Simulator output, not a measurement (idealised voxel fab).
process module | voxel ribs on slabs
cross-section cut | 200 nm wide | cells 5 nm
A cross-section is a grid of square cells, given in bands from the top down. A band is one or more rows of cells.
Each band's line starts with the height of the band's top and of its bottom, in nm. Then come its materials from left to right, each with its width in nm. One material with "throughout" fills the band from edge to edge. "air" is empty space.
Height 0 is the level under which the wafer as received is all one material. The lowest band goes on downwards, as in "0 down".
A width such as "30 to 40" changes by the same amount from each row of cells to the next, from the band's top row to its bottom row.
"no change" after a step means that no cell of the cross-section changed.
closed voids: empty space of 8 cells or more with no open way to the top, each as width x height at its distance from the left edge, in nm
after a step's settings: what the simulator itself notes on the step
overlay nm, on a step with a mask: how far to the right of its planned place the mask lay; to the left if negative
plan
1 op RECEIVE | material Si
2 op DIRECTIONAL_DEP | material SiO2 | thk nm 25
3 op DIRECTIONAL_DEP | material SiN | thk nm 20
4 op DIRECTIONAL_DEP | material aC | thk nm 10
5 op PATTERN | tone cover | mask id RIB | material resist | width nm 20 | thk nm 30 | overlay nm 0
6 op DIRECTIONAL_ETCH | etch materials aC | depth nm 10
7 op STRIP | etch materials resist
8 op DIRECTIONAL_ETCH | etch materials SiN | depth nm 10
9 op STRIP | etch materials aC
10 op PATTERN | tone cover | mask id SLAB | material resist | width nm 80 | thk nm 15 | overlay nm 0
11 op DIRECTIONAL_ETCH | etch materials SiN | depth nm 10
12 op STRIP | etch materials resist
13 op FILL_DEP | material SiO2 | thk nm 25
14 op CMP | height nm 65
15 op DIRECTIONAL_DEP | material W | thk nm 10
16 op PATTERN | tone cover | mask id HEATER | material resist | width nm 30 | thk nm 20 | overlay nm -15
17 op DIRECTIONAL_ETCH | etch materials W | depth nm 10
18 op STRIP | etch materials resist
19 op CONFORMAL_DEP | material SiN | thk nm 5
varied across the wafers: overlay nm of step 16. The plan shows the first wafer's value. All wafers start alike
first wafer as received, after step 1
  0 down: Si throughout
  closed voids: none
first wafer at the end, after step 19
  80 to 75: air 65 | SiN 40 | air 95
  75 to 70: air 65 | SiN 5 | W 30 | SiN 5 | air 95
  70 to 65: SiN 70 | W 30 | SiN 100
  65 to 45: SiO2 throughout
  45 to 35: SiO2 90 | SiN 20 | SiO2 90
  35 to 25: SiO2 60 | SiN 80 | SiO2 60
  25 to 0: SiO2 throughout
  0 down: Si throughout
  closed voids: none
last wafer at the end
  80 to 75: air 95 | SiN 40 | air 65
  75 to 70: air 95 | SiN 5 | W 30 | SiN 5 | air 65
  70 to 65: SiN 100 | W 30 | SiN 70
  65 to 45: SiO2 throughout
  45 to 35: SiO2 90 | SiN 20 | SiO2 90
  35 to 25: SiO2 60 | SiN 80 | SiO2 60
  25 to 0: SiO2 throughout
  0 down: Si throughout
  closed voids: none
each wafer at the end: cells of each material gained (+) or lost (-) since it was received, then its closed voids
overlay nm -15 | +84 SiN | +480 SiO2 | +12 W | closed voids: none
overlay nm -10 | +84 SiN | +480 SiO2 | +12 W | closed voids: none
overlay nm -5 | +84 SiN | +480 SiO2 | +12 W | closed voids: none
overlay nm 0 | +84 SiN | +480 SiO2 | +12 W | closed voids: none
overlay nm 5 | +84 SiN | +480 SiO2 | +12 W | closed voids: none
overlay nm 10 | +84 SiN | +480 SiO2 | +12 W | closed voids: none
overlay nm 15 | +84 SiN | +480 SiO2 | +12 W | closed voids: none
